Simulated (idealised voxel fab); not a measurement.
voxel self aligned contacts: a process module
Square cells of 5 nm make up the cross-section cut, whose width is 225 nm.
Cross-section layout: square cells on a grid; listed as bands, top to bottom; a band spans one or more cell rows.
A band entry consists of two parts. The first gives the height of the band's top and the height of its bottom, in nm. The rest lists the band's materials from left to right, each with its width in nm. A single material labelled with the word "everywhere" fills the band from edge to edge, and the word "blank" marks empty space.
Heights from 0 (as-received wafer is one material below). Bottom band endless downward, as "from 0 down".
A two-number width, for instance "30->40", indicates that the width is equal to the first number in the top row of the band and to the second number in the bottom row, and that it changes by a constant amount per row of cells.
Where the words "nothing altered" appear for a step, the cross-section shows no cell changed by that step; every cell remained as before.
Entry "Fully sealed voids" = empty spaces >= 8 cells with no open way to the top; each as width x height at distance, distance from left edge, all nm.
What comes after the settings on a step's line is commentary from the simulator itself on that step.
overlay nm: mask offset rightward from planned place, masked step; negative means leftward offset.
Planned step list for the process
1) RECEIVE with material Si
2) CONFORMAL_DEP with material SiO2, thk nm 5
3) DIRECTIONAL_DEP with material polySi, thk nm 20
4) DIRECTIONAL_DEP with material SiN, thk nm 20
5) PATTERN with tone cover, mask id GATE, material resist, width nm 35, pitch nm 65, thk nm 15, overlay nm 0
6) DIRECTIONAL_ETCH with etch materials SiN, depth nm 20
7) DIRECTIONAL_ETCH with etch materials polySi, depth nm 20
8) STRIP with etch materials resist
9) CONFORMAL_DEP with material SiN, thk nm 5
10) DIRECTIONAL_ETCH with etch materials SiN, depth nm 5
11) FILL_DEP with material SiO2, thk nm 15
12) CMP with height nm 50
13) PATTERN with tone open, mask id CONTACT, material resist, width nm 40, thk nm 15, overlay nm 0
14) DIRECTIONAL_ETCH with etch materials SiO2, depth nm 50
15) STRIP with etch materials resist
16) CONFORMAL_DEP with material TiN, thk nm 5
17) FILL_DEP with material Ru, thk nm 10
18) CMP with height nm 50
19) CONFORMAL_DEP with material SiCN, thk nm 5
Wafer as received: cross-section following step 1
- from 0 down  Si everywhere
- Fully sealed voids: none
First wafer at the end, as planned
- from 55 to 50  SiCN everywhere
- from 50 to 45  90 nm SiO2, then 15 nm TiN, then 10 nm Ru, then 15 nm TiN, then 95 nm SiO2
- from 45 to 25  55 nm SiO2, then 45 nm SiN, then 5 nm TiN, then 10 nm Ru, then 5 nm TiN, then 45 nm SiN, then 60 nm SiO2
- from 25 to 5  55 nm SiO2, then 5 nm SiN, then 35 nm polySi, then 5 nm SiN, then 5 nm TiN, then 10 nm Ru, then 5 nm TiN, then 5 nm SiN, then 35 nm polySi, then 5 nm SiN, then 60 nm SiO2
- from 5 to 0  100 nm SiO2, then 20 nm TiN, then 105 nm SiO2
- from 0 down  Si everywhere
- Fully sealed voids: none
Wafer two, end of module, cross-section. Same start, same plan as wafer one. One mistake in the run
- from 55 to 50  SiCN everywhere
- from 50 to 45  90 nm SiO2, then 40 nm TiN, then 95 nm SiO2
- from 45 to 25  65 nm SiN, then 25 nm SiO2, then 40 nm SiN, then 25 nm SiO2, then 70 nm SiN
- from 25 to 5  60 nm polySi, then 5 nm SiN, then 25 nm SiO2, then 5 nm SiN, then 30 nm polySi, then 5 nm SiN, then 25 nm SiO2, then 5 nm SiN, then 65 nm polySi
- from 5 to 0  SiO2 everywhere
- from 0 down  Si everywhere
- Fully sealed voids: none
In executing the process, a mistake was made relative to the plan: for step 5, the planned setting was not used; the step was instead run as PATTERN with tone open, mask id GATE, material resist, width nm 35, pitch nm 65, thk nm 15, overlay nm 0
End of process, cell counts, second wafer against first, materials with more or fewer: Ru -18, SiN +68, SiO2 -100, TiN -18, polySi +68
